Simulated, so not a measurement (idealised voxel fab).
You're looking at the process module voxel ribs on slabs.
This is section cut - it's 300 nm across, gridded in 5 nm square cells.
Think of the cross-section as a grid of square cells. We describe it in bands, top to bottom, and each band covers one or more rows of those cells. What a band's entry tells you: where the top is and where the bottom is, as heights in nm, and after that what lies inside, material by material from left to right, each with its width in nm. Empty space is written as the word "air", and a single material marked with the word "throughout" occupies the band from edge to edge. Convention: height 0 is the level below which the wafer, as received, is all one material. The lowest band does not terminate at the bottom but continues downward, represented as "0 -> down". Read "30 to 40" as a graded width: first number on top, second number at the bottom, same change between each pair of neighbouring rows. Where the words "no change" appear for a step, the cross-section shows no cell changed by that step; every cell remained as before. For the entry "Fully sealed voids", the listed items are empty spaces with no open way to the top whose size is 8 cells or more; each item follows the pattern width x height at distance, where distance is from the left edge and all three are in nm. Heads up: the bit after the settings on a step's line is the simulator's remark on that step. Regarding "overlay nm": on a step with a mask, it is the distance the mask lay to the right of its planned place; a negative value places it to the left.

## Set out below are the planned steps of the process
step 1: RECEIVE | material Si
step 2: DIRECTIONAL_DEP | material SiO2 | thk nm 25
step 3: DIRECTIONAL_DEP | material polySi | thk nm 20
step 4: PATTERN | tone cover | mask id RIB | material resist | width nm 30 | thk nm 15 | overlay nm 0
step 5: DIRECTIONAL_ETCH | etch materials polySi | depth nm 15
step 6: STRIP | etch materials resist
step 7: PATTERN | tone cover | mask id SLAB | material resist | width nm 90 | thk nm 20 | overlay nm 0
step 8: DIRECTIONAL_ETCH | etch materials polySi | depth nm 5
step 9: STRIP | etch materials resist
step 10: FILL_DEP | material SiO2 | thk nm 20
step 11: CMP | height nm 60
step 12: DIRECTIONAL_DEP | material W | thk nm 5
step 13: PATTERN | tone cover | mask id HEATER | material resist | width nm 40 | thk nm 20 | overlay nm 0
step 14: DIRECTIONAL_ETCH | etch materials W | depth nm 5
step 15: STRIP | etch materials resist
step 16: CONFORMAL_DEP | material SiN | thk nm 5

## Cross-section of the wafer upon arrival, representing the state reached after step 1
  0 -> down: Si throughout
  Fully sealed voids: none

## First of two wafers, end-of-module section, run followed plan
  70 -> 65: air (125)  SiN (50)  air (125)
  65 -> 60: SiN (130)  W (40)  SiN (130)
  60 -> 45: SiO2 throughout
  45 -> 30: SiO2 (135)  polySi (30)  SiO2 (135)
  30 -> 25: SiO2 (105)  polySi (90)  SiO2 (105)
  25 -> 0: SiO2 throughout
  0 -> down: Si throughout
  Fully sealed voids: none

## Module end: cross-section of wafer two of two. Same start and process plan as the first wafer. One mistake during execution
  65 -> 60: air (125)  SiN (50)  air (125)
  60 -> 55: SiN (130)  W (40)  SiN (130)
  55 -> 45: SiO2 throughout
  45 -> 30: SiO2 (135)  polySi (30)  SiO2 (135)
  30 -> 25: SiO2 (105)  polySi (90)  SiO2 (105)
  25 -> 0: SiO2 throughout
  0 -> down: Si throughout
  Fully sealed voids: none
Where did the run depart from the plan? step 11 was run on a setting that differed from the plan, and what really ran there is CMP | height nm 55
Heads up, by the end the second wafer has more or fewer cells of some materials compared to the first: -60 SiO2
